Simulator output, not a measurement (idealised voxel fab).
Presented below is a process module, voxel gate over fins.
Cross-section cut spans 245 nm and uses square cells 5 nm in size.
This document writes a cross-section as a grid whose cells are square, and gives it as bands, listed from the top down; one or more rows of cells form a band.
Heights first: top, then bottom, in nm. Then materials, left to right, each with a width in nm. "full width" on a single material: fills the band edge to edge. "blank": empty space.
Note: height 0 marks the level under which the wafer is uniformly one material as received. Lowest band unbounded below, written "0..down".
The width entry "30..40" should be interpreted row by row: the top row of cells in the band takes the first number, the bottom row takes the second number, and the change between adjacent rows is uniform throughout.
Step marked "no modifications"? Then no cell in the cross-section changed in it.
"Entrapped voids": sealed empty spaces, 8 cells or more, no open way to top, listed width x height at distance, with distance from the left edge and width, height and distance in nm.
Where a step's line continues beyond its settings, the continuation is a remark by the simulator itself on that step.
overlay nm: on a step with a mask, how far right of its planned place the mask lay; negative means left.

### plan
1. RECEIVE | material Si
2. CONFORMAL_DEP | material SiN | thk nm 10
3. PATTERN | tone cover | mask id FINS | material resist | width nm 15 | pitch nm 50 | thk nm 15 | overlay nm 0
4. DIRECTIONAL_ETCH | etch materials SiN | depth nm 10
5. DIRECTIONAL_ETCH | etch materials Si | depth nm 40
6. STRIP | etch materials resist
7. FILL_DEP | material SiO2 | thk nm 10
8. CMP | height nm 10
9. PATTERN | tone open | mask id RAIL | material resist | width nm 15 | thk nm 15 | overlay nm 0
10. DIRECTIONAL_ETCH | etch materials SiO2 | depth nm 45
11. STRIP | etch materials resist
12. CONFORMAL_DEP | material TiN | thk nm 5
13. FILL_DEP | material W | thk nm 10
14. CMP | height nm 10
15. SELECTIVE_ETCH | etch materials W Ru TiN | depth nm 30
16. FILL_DEP | material SiO2 | thk nm 5
17. CMP | height nm 10
18. SELECTIVE_ETCH | etch materials SiO2 | depth nm 20
19. STRIP | etch materials SiN
20. CONFORMAL_DEP | material HfO2 | thk nm 5
21. CONFORMAL_DEP | material TiN | thk nm 5
22. CONFORMAL_DEP | material TiAl | thk nm 5
23. CONFORMAL_DEP | material TiN | thk nm 5
24. FILL_DEP | material W | thk nm 10
25. CMP | height nm 25
26. CONFORMAL_DEP | material SiN | thk nm 10

### as received, after step 1
> 0..down | Si full width
> Entrapped voids: none

### Module complete, cross-section. Starting point and plan per above. One mistake made in running the module
> 35..25 | SiN full width
> 25..20 | W full width
> 20..15 | W 45 nm / TiN 155 nm / W 45 nm
> 15..10 | W 45 nm / TiN 5 nm / TiAl 45 nm / TiN 5 nm / TiAl 45 nm / TiN 5 nm / TiAl 45 nm / TiN 5 nm / W 45 nm
> 10..5 | TiN 50 nm / TiAl 5 nm / HfO2 35 nm / TiAl 5 nm / TiN 5 nm / TiAl 5 nm / HfO2 35 nm / TiAl 5 nm / TiN 5 nm / TiAl 5 nm / HfO2 35 nm / TiAl 5 nm / TiN 50 nm
> 5..0 | TiAl 55 nm / HfO2 5 nm / TiN 25 nm / HfO2 5 nm / TiAl 15 nm / HfO2 5 nm / TiN 25 nm / HfO2 5 nm / TiAl 15 nm / HfO2 5 nm / TiN 25 nm / HfO2 5 nm / TiAl 55 nm
> 0..-5 | HfO2 60 nm / TiN 5 nm / Si 15 nm / TiN 5 nm / HfO2 25 nm / TiN 5 nm / Si 15 nm / TiN 5 nm / HfO2 25 nm / TiN 5 nm / Si 15 nm / TiN 5 nm / HfO2 60 nm
> -5..-10 | TiN 65 nm / Si 15 nm / TiN 35 nm / Si 15 nm / TiN 35 nm / Si 15 nm / TiN 65 nm
> -10..-20 | SiO2 65 nm / Si 15 nm / SiO2 35 nm / Si 15 nm / SiO2 35 nm / Si 15 nm / SiO2 65 nm
> -20..-30 | SiO2 65 nm / Si 15 nm / SiO2 10 nm / TiN 5 nm / W 5 nm / TiN 5 nm / SiO2 10 nm / Si 15 nm / SiO2 35 nm / Si 15 nm / SiO2 65 nm
> -30..-35 | SiO2 65 nm / Si 15 nm / SiO2 10 nm / TiN 15 nm / SiO2 10 nm / Si 15 nm / SiO2 35 nm / Si 15 nm / SiO2 65 nm
> -35..-40 | SiO2 65 nm / Si 15 nm / SiO2 35 nm / Si 15 nm / SiO2 35 nm / Si 15 nm / SiO2 65 nm
> -40..down | Si full width
> Entrapped voids: none
Plan not followed: a sequencing error occurred in which plan steps 20 and 21 were transposed
